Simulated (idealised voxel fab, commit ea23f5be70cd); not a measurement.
Name of the process module below: voxel self aligned vias
For reference, the cross-section in this document is cut, with width 180 nm and square cells of 5 nm.
Just so we're on the same page, the cross-sections are grids of square cells, and they're listed out in bands top to bottom, each band one or more rows deep. A band entry consists of two parts. The first gives the height of the band's top and the height of its bottom, in nm. The rest lists the band's materials from left to right, each with its width in nm. A single material labelled with the word "full width" fills the band from edge to edge, and the word "empty" marks empty space. Measure heights from 0. That's the level where, below it, the as-received wafer is all one material. The lowest band is bottomless and extends downward; write it as in "0 down". Read "30..40" as a graded width: first number on top, second number at the bottom, same change between each pair of neighbouring rows. "no modification" (step): cross-section cells unchanged, all of them. Closed-off voids of 8+ cells (no open route to the top) go in "Entrapped voids", written width x height at distance from the left edge, in nm. Post-settings text on a step line: simulator's own remark regarding the step. When a step includes a mask, the "overlay nm" setting on its line states how far to the right of its planned place that mask lay, and negative values state how far to the left.
The process steps that were planned are listed below:
1 RECEIVE [material Si]
2 CONFORMAL_DEP [material SiO2] [thk nm 15]
3 CONFORMAL_DEP [material SiCN] [thk nm 5]
4 DIRECTIONAL_DEP [material SiO2] [thk nm 25]
5 PATTERN [tone open] [mask id LINES] [material resist] [width nm 20] [pitch nm 70] [thk nm 20] [overlay nm 0]
6 DIRECTIONAL_ETCH [etch materials SiO2] [depth nm 25]
7 STRIP [etch materials resist]
8 CONFORMAL_DEP [material TiN] [thk nm 5]
9 FILL_DEP [material Ru] [thk nm 5]
10 CMP [height nm 45]
11 SELECTIVE_ETCH [etch materials W Ru TiN] [depth nm 5]
12 FILL_DEP [material SiN] [thk nm 5]
13 CMP [height nm 45]
14 DIRECTIONAL_DEP [material SiO2] [thk nm 15]
15 PATTERN [tone open] [mask id VIAS] [material resist] [width nm 40] [pitch nm 70] [thk nm 20] [overlay nm 0]
16 DIRECTIONAL_ETCH [etch materials SiO2] [depth nm 15]
17 DIRECTIONAL_ETCH [etch materials SiN] [depth nm 5]
18 STRIP [etch materials resist]
19 CONFORMAL_DEP [material TiN] [thk nm 5]
20 FILL_DEP [material Cu] [thk nm 10]
21 CMP [height nm 60]
22 CONFORMAL_DEP [material SiN] [thk nm 5]
The first of two wafers, run as planned:
Wafer at receipt (post step 1), cross-section:
	0 down: Si full width
	Entrapped voids: none
How the wafer stands in section after step 2:
	15 to 0: SiO2 full width
	Nothing below the height 0 has changed.
How the wafer stands in section after step 3:
	20 to 15: SiCN full width
	Nothing below the height 15 has changed.
How the wafer stands in section after step 4:
	45 to 20: SiO2 full width
	Nothing below the height 20 has changed.
How the wafer stands in section after step 5:
	65 to 45: 45 of resist; 20 of empty; 50 of resist; 20 of empty; 45 of resist
	Nothing below the height 45 has changed.
How the wafer stands in section after step 6:
	65 to 45: 45 of resist; 20 of empty; 50 of resist; 20 of empty; 45 of resist
	45 to 20: 45 of SiO2; 20 of empty; 50 of SiO2; 20 of empty; 45 of SiO2
	Nothing below the height 20 has changed.
How the wafer stands in section after step 7:
	45 to 20: 45 of SiO2; 20 of empty; 50 of SiO2; 20 of empty; 45 of SiO2
	Nothing below the height 20 has changed.
How the wafer stands in section after step 8:
	50 to 45: 50 of TiN; 10 of empty; 60 of TiN; 10 of empty; 50 of TiN
	45 to 25: 45 of SiO2; 5 of TiN; 10 of empty; 5 of TiN; 50 of SiO2; 5 of TiN; 10 of empty; 5 of TiN; 45 of SiO2
	25 to 20: 45 of SiO2; 20 of TiN; 50 of SiO2; 20 of TiN; 45 of SiO2
	Nothing below the height 20 has changed.
How the wafer stands in section after step 9:
	55 to 50: Ru full width
	50 to 45: 50 of TiN; 10 of Ru; 60 of TiN; 10 of Ru; 50 of TiN
	45 to 25: 45 of SiO2; 5 of TiN; 10 of Ru; 5 of TiN; 50 of SiO2; 5 of TiN; 10 of Ru; 5 of TiN; 45 of SiO2
	Nothing below the height 25 has changed.
How the wafer stands in section after step 10:
	45 to 25: 45 of SiO2; 5 of TiN; 10 of Ru; 5 of TiN; 50 of SiO2; 5 of TiN; 10 of Ru; 5 of TiN; 45 of SiO2
	Nothing below the height 25 has changed.
How the wafer stands in section after step 11:
	45 to 40: 45 of SiO2; 20 of empty; 50 of SiO2; 20 of empty; 45 of SiO2
	Nothing below the height 40 has changed.
How the wafer stands in section after step 12:
	50 to 45: SiN full width
	45 to 40: 45 of SiO2; 20 of SiN; 50 of SiO2; 20 of SiN; 45 of SiO2
	Nothing below the height 40 has changed.
How the wafer stands in section after step 13:
	45 to 40: 45 of SiO2; 20 of SiN; 50 of SiO2; 20 of SiN; 45 of SiO2
	Nothing below the height 40 has changed.
How the wafer stands in section after step 14:
	60 to 45: SiO2 full width
	Nothing below the height 45 has changed.
How the wafer stands in section after step 15:
	80 to 60: 35 of resist; 40 of empty; 30 of resist; 40 of empty; 35 of resist
	Nothing below the height 60 has changed.
How the wafer stands in section after step 16:
	80 to 60: 35 of resist; 40 of empty; 30 of resist; 40 of empty; 35 of resist
	60 to 45: 35 of SiO2; 40 of empty; 30 of SiO2; 40 of empty; 35 of SiO2
	Nothing below the height 45 has changed.
How the wafer stands in section after step 17:
	80 to 60: 35 of resist; 40 of empty; 30 of resist; 40 of empty; 35 of resist
	60 to 45: 35 of SiO2; 40 of empty; 30 of SiO2; 40 of empty; 35 of SiO2
	45 to 40: 45 of SiO2; 20 of empty; 50 of SiO2; 20 of empty; 45 of SiO2
	Nothing below the height 40 has changed.
How the wafer stands in section after step 18:
	60 to 45: 35 of SiO2; 40 of empty; 30 of SiO2; 40 of empty; 35 of SiO2
	Nothing below the height 45 has changed.
How the wafer stands in section after step 19:
	65 to 60: 40 of TiN; 30 of empty; 40 of TiN; 30 of empty; 40 of TiN
	60 to 50: 35 of SiO2; 5 of TiN; 30 of empty; 5 of TiN; 30 of SiO2; 5 of TiN; 30 of empty; 5 of TiN; 35 of SiO2
	50 to 45: 35 of SiO2; 15 of TiN; 10 of empty; 15 of TiN; 30 of SiO2; 15 of TiN; 10 of empty; 15 of TiN; 35 of SiO2
	45 to 40: 45 of SiO2; 20 of TiN; 50 of SiO2; 20 of TiN; 45 of SiO2
	Nothing below the height 40 has changed.
How the wafer stands in section after step 20:
	75 to 65: Cu full width
	65 to 60: 40 of TiN; 30 of Cu; 40 of TiN; 30 of Cu; 40 of TiN
	60 to 50: 35 of SiO2; 5 of TiN; 30 of Cu; 5 of TiN; 30 of SiO2; 5 of TiN; 30 of Cu; 5 of TiN; 35 of SiO2
	50 to 45: 35 of SiO2; 15 of TiN; 10 of Cu; 15 of TiN; 30 of SiO2; 15 of TiN; 10 of Cu; 15 of TiN; 35 of SiO2
	Nothing below the height 45 has changed.
How the wafer stands in section after step 21:
	60 to 50: 35 of SiO2; 5 of TiN; 30 of Cu; 5 of TiN; 30 of SiO2; 5 of TiN; 30 of Cu; 5 of TiN; 35 of SiO2
	Nothing below the height 50 has changed.
How the wafer stands in section after step 22:
	65 to 60: SiN full width
	Nothing below the height 60 has changed.
Second wafer: like start, like plan, one mistake. Through step 20 it matches the first wafer:
The second wafer cut through, at the time step 21 was supposed to be finished:
	55 to 45: 35 of SiO2; 5..15 of TiN; 30..10 of Cu; 5..15 of TiN; 30 of SiO2; 5..15 of TiN; 30..10 of Cu; 5..15 of TiN; 35 of SiO2
	Nothing below the height 45 has changed.
The second wafer cut through, at the time step 22 was supposed to be finished:
	60 to 55: SiN full width
	Nothing below the height 55 has changed.
Want to know what went wrong? contrary to plan, step 21 was performed as CMP [height nm 55]
The final cell counts differ between the wafers, with the second having more or fewer of some materials than the first: 12 fewer of Cu | 20 fewer of SiO2 | 4 fewer of TiN
